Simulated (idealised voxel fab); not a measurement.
The document below concerns the process module designated voxel gate over fins.
Section cut is 285 nm wide and gridded with 5 nm square cells.
Throughout this document, each cross-section is represented as a grid of square cells and is presented as a sequence of bands enumerated from the top downward, where a band comprises one or more rows of cells.
Heights first: top, then bottom, in nm. Then materials, left to right, each with a width in nm. "full width" on a single material: fills the band edge to edge. "blank": empty space.
Convention: height 0 is the level below which the wafer, as received, is all one material. The lowest band does not terminate at the bottom but continues downward, represented as "z 0 and below".
A two-number width, for instance "30 to 40", indicates that the width is equal to the first number in the top row of the band and to the second number in the bottom row, and that it changes by a constant amount per row of cells.
"no change" (step): cross-section cells unchanged, all of them.
Empty spaces counting at least 8 cells and having no open way to the top are listed in "Completely enclosed voids". The notation width x height at distance is used for each, the distance being from the left edge and all three values in nm.
Formally, on a step line, whatever follows the settings is a remark that the simulator itself makes on the step.
Each step line may optionally specify "overlay nm", which for a step with a mask gives the rightward distance between the mask's planned place and where it lay, a negative value indicating the leftward direction.
Intended process steps:
1: RECEIVE: material Si
2: CONFORMAL_DEP: material SiN, thk nm 10
3: MASKED_ETCH: tone cover, mask id FINS, width nm 15, pitch nm 35, etch materials SiN, depth nm 10, overlay nm 0
4: MASKED_ETCH: tone cover, mask id FINS, width nm 15, pitch nm 35, etch materials Si, depth nm 30, overlay nm -15
5: OXIDIZE: depth nm 5
6: FILL_DEP: material SiO2, thk nm 15
7: CMP: height nm 10
8: SELECTIVE_ETCH: etch materials SiO2, depth nm 25
9: STRIP: etch materials SiN
10: CONFORMAL_DEP: material HfO2, thk nm 5
11: CONFORMAL_DEP: material TiN, thk nm 5
12: CONFORMAL_DEP: material TiAl, thk nm 5
13: CONFORMAL_DEP: material TiN, thk nm 5
14: FILL_DEP: material W, thk nm 10
15: CMP: height nm 25
16: CONFORMAL_DEP: material SiN, thk nm 5
For clarity, it should be stated that the wafers under discussion commence in an identical condition and differ with respect to the overlay nm of step 4, the plan indicating the value that the first wafer had.
So this is the first of several wafers, cross-sectioned as it came to us, meaning it's at the end of step 1:
z 0 and below  Si full width
Completely enclosed voids: none
End of the module, past its last step, step 16: how the first of several wafers looks in cross-section:
z 30 to 25  SiN full width
z 25 to 20  W full width
z 20 to 15  W 100  TiN 80  W 105
z 15 to 10  W 85  TiN 20  TiAl 70  TiN 5  W 105
z 10 to 5  W 85  TiN 5  TiAl 20  TiN 25  TiAl 10  TiN 25  TiAl 5  TiN 5  W 105
z 5 to 0  TiN 90  TiAl 5  TiN 20  HfO2 15  TiN 20  HfO2 15  TiN 5  TiAl 5  TiN 110
z 0 to -5  TiAl 95  TiN 5  HfO2 20  Si 5  HfO2 5  TiN 5  HfO2 20  Si 5  HfO2 5  TiN 5  TiAl 115
z -5 to -10  TiN 100  HfO2 5  Si 20  HfO2 5  TiN 5  HfO2 5  Si 20  HfO2 5  TiN 120
z -10 to -15  HfO2 105  Si 20  HfO2 15  Si 20  HfO2 125
z -15 to -35  SiO2 105  Si 20  SiO2 15  Si 20  SiO2 125
z -35 and below  Si full width
Completely enclosed voids: none
Last-wafer cross-section at the end of the module:
z 30 to 25  SiN full width
z 25 to 20  W full width
z 20 to 15  W 100  TiN 80  W 105
z 15 to 10  W 100  TiN 5  TiAl 70  TiN 20  W 90
z 10 to 5  W 100  TiN 5  TiAl 5  TiN 25  TiAl 10  TiN 25  TiAl 20  TiN 5  W 90
z 5 to 0  TiN 105  TiAl 5  TiN 5  HfO2 15  TiN 20  HfO2 15  TiN 20  TiAl 5  TiN 95
z 0 to -5  TiAl 110  TiN 5  HfO2 5  Si 5  HfO2 20  TiN 5  HfO2 5  Si 5  HfO2 20  TiN 5  TiAl 100
z -5 to -10  TiN 115  HfO2 5  Si 20  HfO2 5  TiN 5  HfO2 5  Si 20  HfO2 5  TiN 105
z -10 to -15  HfO2 120  Si 20  HfO2 15  Si 20  HfO2 110
z -15 to -35  SiO2 120  Si 20  SiO2 15  Si 20  SiO2 110
z -35 and below  Si full width
Completely enclosed voids: none
Take any row and you have a wafer at the end of the module: how many cells of each material it has gained (+) or lost (-) since it was received, and then its closed voids:
overlay nm -15, +69 HfO2, -349 Si, +57 SiN, +196 SiO2, +65 TiAl, +130 TiN, +174 W, Completely enclosed voids: none
overlay nm -10, +69 HfO2, -361 Si, +57 SiN, +204 SiO2, +65 TiAl, +132 TiN, +176 W, Completely enclosed voids: none
overlay nm -5, +69 HfO2, -373 Si, +57 SiN, +212 SiO2, +67 TiAl, +132 TiN, +178 W, Completely enclosed voids: none
overlay nm 0, +69 HfO2, -385 Si, +57 SiN, +220 SiO2, +69 TiAl, +132 TiN, +180 W, Completely enclosed voids: none
overlay nm 5, +69 HfO2, -373 Si, +57 SiN, +212 SiO2, +67 TiAl, +132 TiN, +178 W, Completely enclosed voids: none
overlay nm 10, +69 HfO2, -361 Si, +57 SiN, +204 SiO2, +65 TiAl, +132 TiN, +176 W, Completely enclosed voids: none
overlay nm 15, +69 HfO2, -349 Si, +57 SiN, +196 SiO2, +65 TiAl, +130 TiN, +174 W, Completely enclosed voids: none
